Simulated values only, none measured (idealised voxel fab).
process module | voxel self aligned vias
cross-section cut | 140 nm wide | cells 5 nm
A cross-section is a grid of square cells, given in bands from the top down. A band is one or more rows of cells.
Each band's line starts with the height of the band's top and of its bottom, in nm. Then come its materials from left to right, each with its width in nm. One material with "throughout" fills the band from edge to edge. "air" is empty space.
Height 0 is the level under which the wafer as received is all one material. The lowest band goes on downwards, as in "0 down".
A width such as "30 to 40" changes by the same amount from each row of cells to the next, from the band's top row to its bottom row.
"no change" after a step means that no cell of the cross-section changed.
closed voids: empty space of 8 cells or more with no open way to the top, each as width x height at its distance from the left edge, in nm
after a step's settings: what the simulator itself notes on the step
overlay nm, on a step with a mask: how far to the right of its planned place the mask lay; to the left if negative
plan
1 op RECEIVE | material Si
2 op CONFORMAL_DEP | material SiO2 | thk nm 15
3 op CONFORMAL_DEP | material SiCN | thk nm 5
4 op DIRECTIONAL_DEP | material SiO2 | thk nm 30
5 op DIRECTIONAL_DEP | material aC | thk nm 10
6 op PATTERN | tone open | mask id LINES | material resist | width nm 25 | pitch nm 60 | thk nm 30 | overlay nm 0
7 op DIRECTIONAL_ETCH | etch materials aC | depth nm 10
8 op STRIP | etch materials resist
9 op DIRECTIONAL_ETCH | etch materials SiO2 | depth nm 30
10 op STRIP | etch materials aC
11 op CONFORMAL_DEP | material TiN | thk nm 5
12 op FILL_DEP | material W | thk nm 10
13 op CMP | height nm 50
14 op SELECTIVE_ETCH | etch materials W Ru TiN | depth nm 5
15 op FILL_DEP | material SiN | thk nm 10
16 op CMP | height nm 50
17 op DIRECTIONAL_DEP | material SiO2 | thk nm 20
18 op DIRECTIONAL_DEP | material aC | thk nm 15
19 op PATTERN | tone open | mask id VIAS | material resist | width nm 35 | thk nm 35 | overlay nm 0
20 op DIRECTIONAL_ETCH | etch materials aC | depth nm 15
21 op STRIP | etch materials resist
22 op DIRECTIONAL_ETCH | etch materials SiO2 | depth nm 20
23 op DIRECTIONAL_ETCH | etch materials SiN | depth nm 5
24 op STRIP | etch materials aC
25 op CONFORMAL_DEP | material TiN | thk nm 5
26 op FILL_DEP | material Ru | thk nm 10
27 op CMP | height nm 70
28 op CONFORMAL_DEP | material SiN | thk nm 5
as received, after step 1
  0 down: Si throughout
  closed voids: none
a wafer at the end: this start, this plan, one mistake
  75 to 70: SiN throughout
  70 to 50: SiO2 20 | TiN 5 | Ru 25 | TiN 5 | SiO2 85
  50 to 45: SiO2 20 | TiN 35 | SiO2 30 | SiN 25 | SiO2 30
  45 to 30: SiO2 20 | TiN 10 | W 15 | TiN 10 | SiO2 30 | TiN 5 | W 15 | TiN 5 | SiO2 30
  30 to 25: SiO2 25 | TiN 5 | W 15 | TiN 5 | SiO2 35 | TiN 5 | W 15 | TiN 5 | SiO2 30
  25 to 20: SiO2 25 | TiN 25 | SiO2 35 | TiN 25 | SiO2 30
  20 to 15: SiCN throughout
  15 to 0: SiO2 throughout
  0 down: Si throughout
  closed voids: none
what went wrong: step 22 was run twice
